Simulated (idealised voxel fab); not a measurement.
Process module heading - voxel self aligned vias
The width of the displayed cross-section, cut, is 165 nm; its cells are square, with a size of 5 nm.
This document writes a cross-section as a grid whose cells are square, and gives it as bands, listed from the top down; one or more rows of cells form a band.
Look at the band entry: it leads with the top's height and the bottom's height in nm. Then it lists the materials left to right, with a width in nm for each. The word "all across" on a single material says that material fills the band edge to edge. The word "empty" is empty space.
Zero point of the height axis is 0; under it, received wafer = one material. Lowest band: continues down indefinitely, "z 0 and below".
So if you see something like "30->40" for the width, read it as the top row of the band sitting at the first number and the bottom row at the second, with every row in between moving by the same amount as the last.
Reading "no modifications" for a step: not a cell of the cross-section changed in it.
The entry "Cavities, closed" lists the empty spaces that cover at least 8 cells and have no open path to the top. Each is written as width x height at distance, where the distance is measured from the left edge and all three values are in nm.
It should be noted that, on the line of a given step, the content following the step's settings is a remark produced by the simulator itself with respect to that step.
For masked steps, "overlay nm" on the step line gives how far right of plan the mask actually lay; a minus sign means it lay to the left.
Process steps foreseen in the plan:
1 RECEIVE,material Si
2 CONFORMAL_DEP,material SiO2,thk nm 10
3 CONFORMAL_DEP,material SiCN,thk nm 5
4 DIRECTIONAL_DEP,material lowk,thk nm 25
5 PATTERN,tone open,mask id LINES,material resist,width nm 20,pitch nm 70,thk nm 15,overlay nm 0
6 DIRECTIONAL_ETCH,etch materials lowk,depth nm 25
7 STRIP,etch materials resist
8 CONFORMAL_DEP,material TiN,thk nm 5
9 FILL_DEP,material Ru,thk nm 10
10 CMP,height nm 30
11 SELECTIVE_ETCH,etch materials W Ru TiN,depth nm 10
12 FILL_DEP,material SiN,thk nm 10
13 CMP,height nm 40
14 DIRECTIONAL_DEP,material lowk,thk nm 20
15 MASKED_ETCH,tone open,mask id VIAS,width nm 40,etch materials lowk,depth nm 20,overlay nm 0
16 MASKED_ETCH,tone open,mask id VIAS,width nm 40,etch materials SiN,depth nm 10,overlay nm 0
17 CONFORMAL_DEP,material TiN,thk nm 5
18 FILL_DEP,material Ru,thk nm 5
19 CMP,height nm 60
20 CONFORMAL_DEP,material SiCN,thk nm 5
Heads up: all these wafers start the same, and what changes between them is the height nm in step 10. The value you see in the plan is just what the first wafer got.
Sectional view: first of several wafers, as received, after step 1:
    z 0 and below = Si all across
    Cavities, closed: none
Each row below is a wafer at the end of the module, listing for every material the number of cells it has gained (+) or lost (-) since it was received, followed by its closed voids:
height nm 30; +30 Ru; +66 SiCN; +66 SiN; +66 SiO2; +26 TiN; +175 lowk; Cavities, closed: none
height nm 35; +30 Ru; +66 SiCN; +37 SiN; +66 SiO2; +30 TiN; +200 lowk; Cavities, closed: none
height nm 40; +30 Ru; +66 SiCN; +8 SiN; +66 SiO2; +34 TiN; +225 lowk; Cavities, closed: none
height nm 45; +32 Ru; +66 SiCN; +4 SiN; +66 SiO2; +36 TiN; +225 lowk; Cavities, closed: none
height nm 50; +34 Ru; +66 SiCN; +66 SiO2; +38 TiN; +225 lowk; Cavities, closed: none
height nm 55; +34 Ru; +66 SiCN; +66 SiO2; +38 TiN; +225 lowk; Cavities, closed: none
